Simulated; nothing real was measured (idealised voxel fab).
Documented hereafter: the process module known as voxel self aligned contacts.
The cross-section on display is named cut; it measures 185 nm wide, and its cells are 5 nm squares.
For the purposes of this document, a cross-section shall be understood as a grid of square cells, specified as bands listed in top-to-bottom order, each band consisting of one or more rows of cells. In this notation a band is specified by the heights of its top and bottom, in that order and in nm, after which its materials appear from left to right, each paired with its width in nm. The word "full width" attached to a single material means that material fills the band from edge to edge; the word "empty" stands for empty space. Basically, 0 is our baseline, since under it the wafer straight out of the box is all one material. The bottom band has no lower end and keeps on going down, so it looks like "0 nm and below". A width given as "30..40" starts at the first number in the band's top row and ends at the second number in its bottom row, shifting by an equal amount at every step from row to row. What does "no modification" mean for a step? It means no cell of the cross-section changed in that step. Listed in "Closed-off voids": every empty space of 8 or more cells without an open way to the top. Form: width x height at distance, the distance being from the left edge, all in nm. after a step's settings: what the simulator itself notes on the step. overlay nm: mask offset rightward from planned place, masked step; negative means leftward offset.
**Set out below are the planned steps of the process**
1. RECEIVE [material Si]
2. CONFORMAL_DEP [material SiO2] [thk nm 5]
3. DIRECTIONAL_DEP [material polySi] [thk nm 30]
4. DIRECTIONAL_DEP [material SiN] [thk nm 20]
5. PATTERN [tone cover] [mask id GATE] [material resist] [width nm 25] [pitch nm 60] [thk nm 20] [overlay nm 0]
6. DIRECTIONAL_ETCH [etch materials SiN] [depth nm 20]
7. DIRECTIONAL_ETCH [etch materials polySi] [depth nm 30]
8. STRIP [etch materials resist]
9. CONFORMAL_DEP [material SiN] [thk nm 10]
10. DIRECTIONAL_ETCH [etch materials SiN] [depth nm 10]
11. FILL_DEP [material SiO2] [thk nm 20]
12. CMP [height nm 65]
13. PATTERN [tone open] [mask id CONTACT] [material resist] [width nm 45] [thk nm 15] [overlay nm 0]
14. DIRECTIONAL_ETCH [etch materials SiO2] [depth nm 65]
15. STRIP [etch materials resist]
16. CONFORMAL_DEP [material TiN] [thk nm 5]
17. FILL_DEP [material W] [thk nm 5]
18. CMP [height nm 65]
19. CONFORMAL_DEP [material SiCN] [thk nm 5]
**As-received state of the wafer in cross-section, equivalent to post-step 1**
0 nm and below | Si full width
Closed-off voids: none
**End-of-module XS, first of two wafers, run as planned**
70 nm to 65 nm | SiCN full width
65 nm to 55 nm | 70 nm SiO2 / 5..20 nm TiN / 35..5 nm W / 5..20 nm TiN / 70 nm SiO2
55 nm to 35 nm | 40 nm SiO2 / 45 nm SiN / 5 nm TiN / 5 nm W / 5 nm TiN / 45 nm SiN / 40 nm SiO2
35 nm to 5 nm | 40 nm SiO2 / 10 nm SiN / 25 nm polySi / 10 nm SiN / 5 nm TiN / 5 nm W / 5 nm TiN / 10 nm SiN / 25 nm polySi / 10 nm SiN / 40 nm SiO2
5 nm to 0 nm | 85 nm SiO2 / 15 nm TiN / 85 nm SiO2
0 nm and below | Si full width
Closed-off voids: none
**Cross-section of the latter of the two wafers at module completion. It had an identical start and an identical plan to the former; in running it, one mistake was made**
70 nm to 65 nm | SiCN full width
65 nm to 55 nm | 70 nm SiO2 / 5..20 nm TiN / 35..5 nm W / 5..20 nm TiN / 70 nm SiO2
55 nm to 45 nm | 40 nm SiO2 / 45 nm SiN / 5 nm TiN / 5 nm W / 5 nm TiN / 45 nm SiN / 40 nm SiO2
45 nm to 40 nm | 40 nm SiO2 / 45 nm SiN / 15 nm TiN / 45 nm SiN / 40 nm SiO2
40 nm to 35 nm | SiN full width
35 nm to 5 nm | polySi full width
5 nm to 0 nm | SiO2 full width
0 nm and below | Si full width
Closed-off voids: none
What was done differently from what was planned? step 6 ran differently from the plan; actual operation with settings: DIRECTIONAL_ETCH [etch materials SiN] [depth nm 15]
End check, counted in cells, second wafer has more or fewer of these materials than the first: -29 SiN; -109 SiO2; -16 TiN; -8 W; +162 polySi
